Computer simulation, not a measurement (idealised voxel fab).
process module | voxel wiring stack
cross-section cut | 180 nm wide | cells 5 nm
A cross-section is a grid of square cells, given in bands from the top down. A band is one or more rows of cells.
Each band's line starts with the height of the band's top and of its bottom, in nm. Then come its materials from left to right, each with its width in nm. One material with "throughout" fills the band from edge to edge. "air" is empty space.
Height 0 is the level under which the wafer as received is all one material. The lowest band goes on downwards, as in "0 down".
A width such as "30 to 40" changes by the same amount from each row of cells to the next, from the band's top row to its bottom row.
"no change" after a step means that no cell of the cross-section changed.
closed voids: empty space of 8 cells or more with no open way to the top, each as width x height at its distance from the left edge, in nm
after a step's settings: what the simulator itself notes on the step
overlay nm, on a step with a mask: how far to the right of its planned place the mask lay; to the left if negative
plan
1 op RECEIVE | material Si
2 op CONFORMAL_DEP | material SiO2 | thk nm 15
3 op DIRECTIONAL_DEP | material TiN | thk nm 5
4 op DIRECTIONAL_DEP | material W | thk nm 20
5 op DIRECTIONAL_DEP | material aC | thk nm 10
6 op PATTERN | tone cover | mask id METAL_1 | material resist | width nm 30 | pitch nm 60 | thk nm 25 | overlay nm 0
7 op DIRECTIONAL_ETCH | etch materials aC | depth nm 10
8 op STRIP | etch materials resist
9 op DIRECTIONAL_ETCH | etch materials W | depth nm 20
10 op DIRECTIONAL_ETCH | etch materials TiN | depth nm 5
11 op STRIP | etch materials aC
12 op FILL_DEP | material lowk | thk nm 5
13 op CMP | height nm 40
14 op CONFORMAL_DEP | material SiCN | thk nm 5
15 op DIRECTIONAL_DEP | material SiO2 | thk nm 20
16 op DIRECTIONAL_DEP | material aC | thk nm 15
17 op PATTERN | tone open | mask id PLUG_1 | material resist | width nm 15 | pitch nm 60 | thk nm 35 | overlay nm 0
18 op DIRECTIONAL_ETCH | etch materials aC | depth nm 15
19 op STRIP | etch materials resist
20 op DIRECTIONAL_ETCH | etch materials SiO2 | depth nm 20
21 op DIRECTIONAL_ETCH | etch materials SiCN | depth nm 5
22 op STRIP | etch materials aC
23 op EPI | material Ru | thk nm 10
24 op EPI | material Ru | thk nm 10
25 op EPI | material Ru | thk nm 5
26 op DIRECTIONAL_DEP | material TiN | thk nm 5
27 op DIRECTIONAL_DEP | material Ru | thk nm 15
28 op MASKED_ETCH | tone cover | mask id METAL_2 | width nm 30 | pitch nm 60 | etch materials Ru | depth nm 15 | overlay nm 0
29 op MASKED_ETCH | tone cover | mask id METAL_2 | width nm 30 | pitch nm 60 | etch materials TiN | depth nm 5 | overlay nm 0
30 op CONFORMAL_DEP | material SiCN | thk nm 5
31 op FILL_DEP | material lowk | thk nm 5
32 op CMP | height nm 85
33 op CONFORMAL_DEP | material SiCN | thk nm 5
as received, after step 1
  0 down: Si throughout
  closed voids: none
first wafer at the end, as planned
  90 to 85: SiCN throughout
  85 to 70: lowk 10 | SiCN 5 | Ru 30 | SiCN 5 | lowk 20 | SiCN 5 | Ru 30 | SiCN 5 | lowk 20 | SiCN 5 | Ru 30 | SiCN 5 | lowk 10
  70 to 65: SiCN 15 | TiN 30 | SiCN 30 | TiN 30 | SiCN 30 | TiN 30 | SiCN 15
  65 to 45: SiO2 15 | Ru 15 | SiO2 45 | Ru 15 | SiO2 45 | Ru 15 | SiO2 30
  45 to 40: SiCN 15 | Ru 15 | SiCN 45 | Ru 15 | SiCN 45 | Ru 15 | SiCN 30
  40 to 20: lowk 15 | W 30 | lowk 30 | W 30 | lowk 30 | W 30 | lowk 15
  20 to 15: lowk 15 | TiN 30 | lowk 30 | TiN 30 | lowk 30 | TiN 30 | lowk 15
  15 to 0: SiO2 throughout
  0 down: Si throughout
  closed voids: none
second wafer at the end: like start, like plan, one mistake
  90 to 85: SiCN throughout
  85 to 75: lowk 15 | SiCN 5 | Ru 20 | SiCN 5 | lowk 30 | SiCN 5 | Ru 20 | SiCN 5 | lowk 30 | SiCN 5 | Ru 20 | SiCN 5 | lowk 15
  75 to 70: lowk 10 | SiCN 10 | Ru 20 | SiCN 10 | lowk 20 | SiCN 10 | Ru 20 | SiCN 10 | lowk 20 | SiCN 10 | Ru 20 | SiCN 10 | lowk 10
  70 to 65: SiCN 15 | TiN 30 | SiCN 30 | TiN 30 | SiCN 30 | TiN 30 | SiCN 15
  65 to 45: SiO2 15 | Ru 15 | SiO2 45 | Ru 15 | SiO2 45 | Ru 15 | SiO2 30
  45 to 40: SiCN 15 | Ru 15 | SiCN 45 | Ru 15 | SiCN 45 | Ru 15 | SiCN 30
  40 to 20: lowk 15 | W 30 | lowk 30 | W 30 | lowk 30 | W 30 | lowk 15
  20 to 15: lowk 15 | TiN 30 | lowk 30 | TiN 30 | lowk 30 | TiN 30 | lowk 15
  15 to 0: SiO2 throughout
  0 down: Si throughout
  closed voids: none
what went wrong: step 28 ran as: op MASKED_ETCH | tone cover | mask id METAL_2 | width nm 20 | pitch nm 60 | etch materials Ru | depth nm 15 | overlay nm 0
at the end the second wafer has, in cells: 18 fewer of Ru | 6 more of SiCN | 12 more of lowk
